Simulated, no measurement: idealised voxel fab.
Process module heading - voxel quadruple lines
Cross-section cut: width 245 nm, square cells of 5 nm.
We lay out every cross-section as a grid of square cells and spell it out in bands from the top down, where one band means one or more rows of cells. Read a band's entry like this: the first values are the height of its top and the height of its bottom in nm, and what follows is the sequence of materials from left to right, each with its width in nm. Note that "empty" is empty space, and that a single material marked "everywhere" reaches across the band from edge to edge. We count height from 0. Below that, the starting wafer is all one material. The lowest band never ends at the bottom but goes on down; see "0 -> down" for how that is written. Graded width ("30 to 40"): value in top row of band = first number; value in bottom row = second number; row-to-row change constant. Any step labelled "remained the same" changed none of the cells in the cross-section. Reported under the label "Closed internal voids" are the empty spaces having no open way to the top and comprising 8 cells or more; the notation for each is width x height at distance, in which the distance is measured from the left edge and all three values are in nm. Anything after a step's settings on that line? It's the simulator's own note about the step. Among the settings permitted on a step's line is "overlay nm"; applied to a step with a mask, it specifies the extent to which the mask lay to the right of its planned position, whereas a negative figure signifies a position to the left. If you're wondering how to read the rest of this, here's the deal. It's pairs of cross-sections: one from before a process step, one from after it. The after one is only drawn as far down as the lowest band that changed. Right under each pair you'll see which step sits between them and what its settings were. Don't read the pairs as one continuous story, though. They can come from different runs of this module on the same starting wafer, and a pair only carries on from the one above it where its entry headed "Pre-step condition" says so.

Pre-step condition
	40 -> 35 = 75 nm empty; 30 nm SiCN; 30 nm empty; 30 nm SiCN; 80 nm empty
	35 -> 20 = 75 nm empty; 5 nm SiCN; 20 nm polySi; 5 nm SiCN; 30 nm empty; 5 nm SiCN; 20 nm polySi; 5 nm SiCN; 80 nm empty
	20 -> 15 = 80 nm SiCN; 20 nm polySi; 40 nm SiCN; 20 nm polySi; 85 nm SiCN
	15 -> 5 = TiN everywhere
	5 -> 0 = Al2O3 everywhere
	0 -> down = Si everywhere
	Closed internal voids: none

Result of Step
	35 -> 15 = 75 nm empty; 5 nm SiCN; 20 nm polySi; 5 nm SiCN; 30 nm empty; 5 nm SiCN; 20 nm polySi; 5 nm SiCN; 80 nm empty
	Lower than 15, everything is as it was.
	Closed internal voids: none
Quick note on the step between the two cross-sections above: DIRECTIONAL_ETCH with etch materials SiCN, depth nm 5

Pre-step condition: this step begins from the cross-section that the pair just above shows after its step.

Result of Step
	35 -> 15 = 75 nm empty; 5 nm SiCN; 20 nm empty; 5 nm SiCN; 30 nm empty; 5 nm SiCN; 20 nm empty; 5 nm SiCN; 80 nm empty
	Lower than 15, everything is as it was.
	Closed internal voids: none
Quick note on the step between the two cross-sections above: STRIP with etch materials polySi

Pre-step condition: this step begins from the cross-section that the pair just above shows after its step.

Result of Step
	35 -> 15 = 75 nm empty; 5 nm SiCN; 20 nm empty; 5 nm SiCN; 30 nm empty; 5 nm SiCN; 20 nm empty; 5 nm SiCN; 80 nm empty
	15 -> 5 = 75 nm empty; 5 nm TiN; 20 nm empty; 5 nm TiN; 30 nm empty; 5 nm TiN; 20 nm empty; 5 nm TiN; 80 nm empty
	Lower than 5, everything is as it was.
	Closed internal voids: none
Quick note on the step between the two cross-sections above: DIRECTIONAL_ETCH with etch materials TiN, depth nm 10

Pre-step condition: this step begins from the cross-section that the pair just above shows after its step.

Result of Step
	15 -> 5 = 75 nm empty; 5 nm TiN; 20 nm empty; 5 nm TiN; 30 nm empty; 5 nm TiN; 20 nm empty; 5 nm TiN; 80 nm empty
	Lower than 5, everything is as it was.
	Closed internal voids: none
Quick note on the step between the two cross-sections above: STRIP with etch materials SiCN

Pre-step condition: this step begins from the cross-section that the pair just above shows after its step.

Result of Step
	20 -> 15 = SiO2 everywhere
	15 -> 5 = 75 nm SiO2; 5 nm TiN; 20 nm SiO2; 5 nm TiN; 30 nm SiO2; 5 nm TiN; 20 nm SiO2; 5 nm TiN; 80 nm SiO2
	Lower than 5, everything is as it was.
	Closed internal voids: none
Quick note on the step between the two cross-sections above: FILL_DEP with material SiO2, thk nm 5

Pre-step condition: this step begins from the cross-section that the pair just above shows after its step.

Result of Step
	15 -> 5 = 75 nm SiO2; 5 nm TiN; 20 nm SiO2; 5 nm TiN; 30 nm SiO2; 5 nm TiN; 20 nm SiO2; 5 nm TiN; 80 nm SiO2
	Lower than 5, everything is as it was.
	Closed internal voids: none
Quick note on the step between the two cross-sections above: CMP with height nm 15
